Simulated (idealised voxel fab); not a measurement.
process module | voxel released beams
cross-section cut | 180 nm wide | cells 5 nm
A cross-section is a grid of square cells, given in bands from the top down. A band is one or more rows of cells.
Each band's line starts with the height of the band's top and of its bottom, in nm. Then come its materials from left to right, each with its width in nm. One material with "throughout" fills the band from edge to edge. "air" is empty space.
Height 0 is the level under which the wafer as received is all one material. The lowest band goes on downwards, as in "0 down".
A width such as "30 to 40" changes by the same amount from each row of cells to the next, from the band's top row to its bottom row.
"no change" after a step means that no cell of the cross-section changed.
closed voids: empty space of 8 cells or more with no open way to the top, each as width x height at its distance from the left edge, in nm
after a step's settings: what the simulator itself notes on the step
overlay nm, on a step with a mask: how far to the right of its planned place the mask lay; to the left if negative
plan
1 op RECEIVE | material Si
2 op CONFORMAL_DEP | material Al2O3 | thk nm 5
3 op DIRECTIONAL_DEP | material SiO2 | thk nm 20
4 op PATTERN | tone open | mask id ANCHOR | material resist | width nm 40 | thk nm 20 | overlay nm 0
5 op DIRECTIONAL_ETCH | etch materials SiO2 | depth nm 20
6 op STRIP | etch materials resist
7 op CONFORMAL_DEP | material polySi | thk nm 15
8 op DIRECTIONAL_DEP | material aC | thk nm 10
9 op PATTERN | tone cover | mask id BEAM | material resist | width nm 120 | thk nm 25 | overlay nm 0
10 op DIRECTIONAL_ETCH | etch materials aC | depth nm 10
11 op STRIP | etch materials resist
12 op DIRECTIONAL_ETCH | etch materials polySi | depth nm 15
13 op STRIP | etch materials aC
14 op STRIP | etch materials SiO2
first wafer, as planned
as received, after step 1
  0 down: Si throughout
  closed voids: none
after step 2
  5 to 0: Al2O3 throughout
  below 0: unchanged
after step 3
  25 to 5: SiO2 throughout
  below 5: unchanged
after step 4
  45 to 25: resist 30 | air 40 | resist 110
  below 25: unchanged
after step 5
  45 to 25: resist 30 | air 40 | resist 110
  25 to 5: SiO2 30 | air 40 | SiO2 110
  below 5: unchanged
after step 6
  25 to 5: SiO2 30 | air 40 | SiO2 110
  below 5: unchanged
after step 7
  40 to 25: polySi 45 | air 10 | polySi 125
  25 to 20: SiO2 30 | polySi 15 | air 10 | polySi 15 | SiO2 110
  20 to 5: SiO2 30 | polySi 40 | SiO2 110
  below 5: unchanged
after step 8
  50 to 40: aC 45 | air 10 | aC 125
  40 to 30: polySi 45 | air 10 | polySi 125
  30 to 25: polySi 45 | aC 10 | polySi 125
  25 to 20: SiO2 30 | polySi 15 | aC 10 | polySi 15 | SiO2 110
  below 20: unchanged
after step 9
  75 to 50: air 25 | resist 120 | air 35
  50 to 40: aC 45 | resist 10 | aC 125
  40 to 30: polySi 45 | resist 10 | polySi 125
  below 30: unchanged
after step 10
  65 to 50: air 25 | resist 120 | air 35
  50 to 40: air 25 | aC 20 | resist 10 | aC 90 | air 35
  below 40: unchanged
after step 11
  50 to 40: air 25 | aC 20 | air 10 | aC 90 | air 35
  40 to 30: polySi 45 | air 10 | polySi 125
  below 30: unchanged
after step 12
  50 to 40: air 25 | aC 20 | air 10 | aC 90 | air 35
  40 to 30: air 25 | polySi 20 | air 10 | polySi 90 | air 35
  30 to 25: air 25 | polySi 20 | aC 10 | polySi 90 | air 35
  below 25: unchanged
after step 13
  40 to 25: air 25 | polySi 20 | air 10 | polySi 90 | air 35
  25 to 20: SiO2 30 | polySi 15 | air 10 | polySi 15 | SiO2 110
  below 20: unchanged
after step 14
  40 to 25: air 25 | polySi 20 | air 10 | polySi 90 | air 35
  25 to 20: air 30 | polySi 15 | air 10 | polySi 15 | air 110
  20 to 5: air 30 | polySi 40 | air 110
  below 5: unchanged
second wafer: like start, like plan, one mistake. Through step 6 it matches the first wafer
when step 7 should have ended
  55 to 25: polySi throughout
  25 to 5: SiO2 30 | polySi 40 | SiO2 110
  below 5: unchanged
when step 8 should have ended
  65 to 55: aC throughout
  below 55: unchanged
when step 9 should have ended
  90 to 65: air 25 | resist 120 | air 35
  below 65: unchanged
when step 10 should have ended
  80 to 65: air 25 | resist 120 | air 35
  65 to 55: air 25 | aC 120 | air 35
  below 55: unchanged
when step 11 should have ended
  65 to 55: air 25 | aC 120 | air 35
  below 55: unchanged
when step 12 should have ended
  65 to 55: air 25 | aC 120 | air 35
  55 to 40: air 25 | polySi 120 | air 35
  below 40: unchanged
when step 13 should have ended
  55 to 40: air 25 | polySi 120 | air 35
  below 40: unchanged
when step 14 should have ended: no change
what went wrong: step 7 was run twice
at the end the second wafer has, in cells: 112 more of SiO2 | 116 more of polySi
